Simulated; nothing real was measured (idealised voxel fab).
Proc. module: voxel transistor to metal
Cross-sectional view cut (width: 165 nm; square cell size: 5 nm).
This document writes a cross-section as a grid whose cells are square, and gives it as bands, listed from the top down; one or more rows of cells form a band. The entry gives the band's vertical extent as a top height and a bottom height in nm, then its horizontal make-up as materials from left to right, each with a width in nm. "empty" stands for empty space; a single material marked "edge to edge" fills the band edge to edge. For the purposes of this specification, 0 denotes the height below which the wafer in its as-received condition is composed wholly of one material, and the lowermost band, lacking a lower limit, extends downward without end, as expressed in "0 down". Think of "30..40" as a width that walks from the first number to the second as you go down the band, top row to bottom row, taking equal-sized steps from row to row. A step reported as "nothing was modified" is a step in which no cell of the cross-section changed. Entry "Closed internal voids". Content: empty spaces with no open connection to the top, size 8 cells or greater. Each: width x height at distance. Distance: from left edge. Unit: nm. That trailing text on a step's line, after the settings, is the simulator's own remark on the step. "overlay nm", when on a step's line for a step with a mask, measures how far to the right of its planned place the mask lay; a negative measure means to the left.

[Set out below are the planned steps of the process]
- 1: RECEIVE (material Si)
- 2: CONFORMAL_DEP (material SiO2; thk nm 5)
- 3: CONFORMAL_DEP (material SiN; thk nm 15)
- 4: DIRECTIONAL_DEP (material aC; thk nm 10)
- 5: PATTERN (tone cover; mask id ACTIVE; material resist; width nm 105; thk nm 30; overlay nm 0)
- 6: DIRECTIONAL_ETCH (etch materials aC; depth nm 10)
- 7: STRIP (etch materials resist)
- 8: DIRECTIONAL_ETCH (etch materials SiN; depth nm 15)
- 9: DIRECTIONAL_ETCH (etch materials SiO2; depth nm 5)
- 10: DIRECTIONAL_ETCH (etch materials Si; depth nm 30)
- 11: STRIP (etch materials aC)
- 12: OXIDIZE (depth nm 5)
- 13: FILL_DEP (material SiO2; thk nm 10)
- 14: CMP (height nm 20)
- 15: SELECTIVE_ETCH (etch materials SiO2; depth nm 10)
- 16: STRIP (etch materials SiN)
- 17: SELECTIVE_ETCH (etch materials SiO2; depth nm 5)
- 18: OXIDIZE (depth nm 5)
- 19: DIRECTIONAL_DEP (material polySi; thk nm 20)
- 20: DIRECTIONAL_DEP (material SiCN; thk nm 10)
- 21: PATTERN (tone cover; mask id GATE; material resist; width nm 35; thk nm 20; overlay nm 0)
- 22: DIRECTIONAL_ETCH (etch materials SiCN; depth nm 20)
- 23: DIRECTIONAL_ETCH (etch materials polySi; depth nm 30)
- 24: STRIP (etch materials resist)
- 25: CONFORMAL_DEP (material SiO2; thk nm 5)
- 26: DIRECTIONAL_ETCH (etch materials SiO2; depth nm 5)
- 27: CONFORMAL_DEP (material SiN; thk nm 10)
- 28: DIRECTIONAL_ETCH (etch materials SiN; depth nm 10)
- 29: DIRECTIONAL_ETCH (etch materials SiO2; depth nm 5)
- 30: DIRECTIONAL_ETCH (etch materials Si; depth nm 5)
- 31: EPI (material pSi; thk nm 5)
- 32: FILL_DEP (material SiO2; thk nm 10)
- 33: CMP (height nm 20)
- 34: STRIP (etch materials polySi)
- 35: SELECTIVE_ETCH (etch materials SiO2; depth nm 5)
- 36: CONFORMAL_DEP (material HfO2; thk nm 5)
- 37: CONFORMAL_DEP (material TiN; thk nm 5)
- 38: FILL_DEP (material W; thk nm 10)
- 39: CMP (height nm 15)
- 40: DIRECTIONAL_DEP (material SiO2; thk nm 15)
- 41: DIRECTIONAL_DEP (material aC; thk nm 10)
- 42: PATTERN (tone open; mask id CONTACT; material resist; width nm 15; pitch nm 80; thk nm 30; overlay nm 0)
- 43: DIRECTIONAL_ETCH (etch materials aC; depth nm 10)
- 44: STRIP (etch materials resist)
- 45: DIRECTIONAL_ETCH (etch materials SiO2; depth nm 30)
- 46: STRIP (etch materials aC)
- 47: CONFORMAL_DEP (material TiN; thk nm 5)
- 48: FILL_DEP (material Ru; thk nm 5)
- 49: CMP (height nm 30)
- 50: DIRECTIONAL_DEP (material TiN; thk nm 5)
- 51: DIRECTIONAL_DEP (material Ru; thk nm 20)
- 52: MASKED_ETCH (tone cover; mask id METAL_1; width nm 15; pitch nm 80; etch materials Ru; depth nm 20; overlay nm 0)
- 53: MASKED_ETCH (tone cover; mask id METAL_1; width nm 15; pitch nm 80; etch materials TiN; depth nm 5; overlay nm 0)
- 54: CONFORMAL_DEP (material SiN; thk nm 5)
- 55: FILL_DEP (material lowk; thk nm 10)
- 56: CMP (height nm 55)
- 57: CONFORMAL_DEP (material SiCN; thk nm 5)
- 58: DIRECTIONAL_DEP (material SiO2; thk nm 25)
- 59: DIRECTIONAL_DEP (material aC; thk nm 10)
- 60: PATTERN (tone open; mask id METAL_2; material resist; width nm 15; pitch nm 80; thk nm 25; overlay nm 0)
- 61: DIRECTIONAL_ETCH (etch materials aC; depth nm 10)
- 62: STRIP (etch materials resist)
- 63: DIRECTIONAL_ETCH (etch materials SiO2; depth nm 15)
- 64: STRIP (etch materials aC)
- 65: MASKED_ETCH (tone open; mask id METAL_2_HOLES; width nm 15; pitch nm 80; etch materials SiO2; depth nm 10; overlay nm 0)
- 66: MASKED_ETCH (tone open; mask id METAL_2_HOLES; width nm 15; pitch nm 80; etch materials SiCN; depth nm 5; overlay nm 0)
- 67: CONFORMAL_DEP (material TiN; thk nm 5)
- 68: FILL_DEP (material Cu; thk nm 10)
- 69: CMP (height nm 85)
- 70: CONFORMAL_DEP (material SiN; thk nm 5)

[Cross-section of the wafer at receipt, which is the condition after step 1]
    0 down  Si edge to edge
    Closed internal voids: none

[Look at the cross-section after the module: the wafer started out the way shown above and the plan was the one shown above, yet one mistake was made along the way]
    90 to 85  SiN edge to edge
    85 to 75  30 nm SiO2 / 5 nm TiN / 15 nm Cu / 5 nm TiN / 55 nm SiO2 / 5 nm TiN / 15 nm Cu / 5 nm TiN / 30 nm SiO2
    75 to 70  30 nm SiO2 / 10 nm TiN / 5 nm Cu / 10 nm TiN / 55 nm SiO2 / 10 nm TiN / 5 nm Cu / 10 nm TiN / 30 nm SiO2
    70 to 60  35 nm SiO2 / 5 nm TiN / 5 nm Cu / 5 nm TiN / 65 nm SiO2 / 5 nm TiN / 5 nm Cu / 5 nm TiN / 35 nm SiO2
    60 to 55  35 nm SiCN / 15 nm TiN / 65 nm SiCN / 15 nm TiN / 35 nm SiCN
    55 to 35  30 nm lowk / 5 nm SiN / 15 nm Ru / 5 nm SiN / 55 nm lowk / 5 nm SiN / 15 nm Ru / 5 nm SiN / 30 nm lowk
    35 to 30  35 nm SiN / 15 nm TiN / 65 nm SiN / 15 nm TiN / 35 nm SiN
    30 to 15  35 nm SiO2 / 5 nm TiN / 5 nm Ru / 5 nm TiN / 65 nm SiO2 / 5 nm TiN / 5 nm Ru / 5 nm TiN / 35 nm SiO2
    15 to 10  35 nm SiO2 / 5 nm TiN / 5 nm Ru / 5 nm TiN / 10 nm SiN / 5 nm HfO2 / 5 nm TiN / 25 nm W / 5 nm TiN / 5 nm HfO2 / 10 nm SiN / 5 nm TiN / 5 nm Ru / 5 nm TiN / 35 nm SiO2
    10 to 5  35 nm SiO2 / 15 nm TiN / 10 nm SiN / 5 nm HfO2 / 5 nm TiN / 25 nm W / 5 nm TiN / 5 nm HfO2 / 10 nm SiN / 15 nm TiN / 35 nm SiO2
    5 to 0  30 nm SiO2 / 10 nm SiN / 10 nm TiN / 10 nm SiN / 5 nm HfO2 / 35 nm TiN / 5 nm HfO2 / 10 nm SiN / 10 nm TiN / 10 nm SiN / 30 nm SiO2
    0 to -5  40 nm SiO2 / 10 nm pSi / 10 nm SiO2 / 45 nm HfO2 / 10 nm SiO2 / 10 nm pSi / 40 nm SiO2
    -5 to -10  35 nm SiO2 / 5 nm Si / 10 nm pSi / 65 nm Si / 10 nm pSi / 5 nm Si / 35 nm SiO2
    -10 to -35  35 nm SiO2 / 95 nm Si / 35 nm SiO2
    -35 down  Si edge to edge
    Closed internal voids: none
Processing error: step 60 was run on a setting that differed from the plan, and what really ran there is PATTERN (tone open; mask id METAL_2; material resist; width nm 25; pitch nm 80; thk nm 25; overlay nm 0)
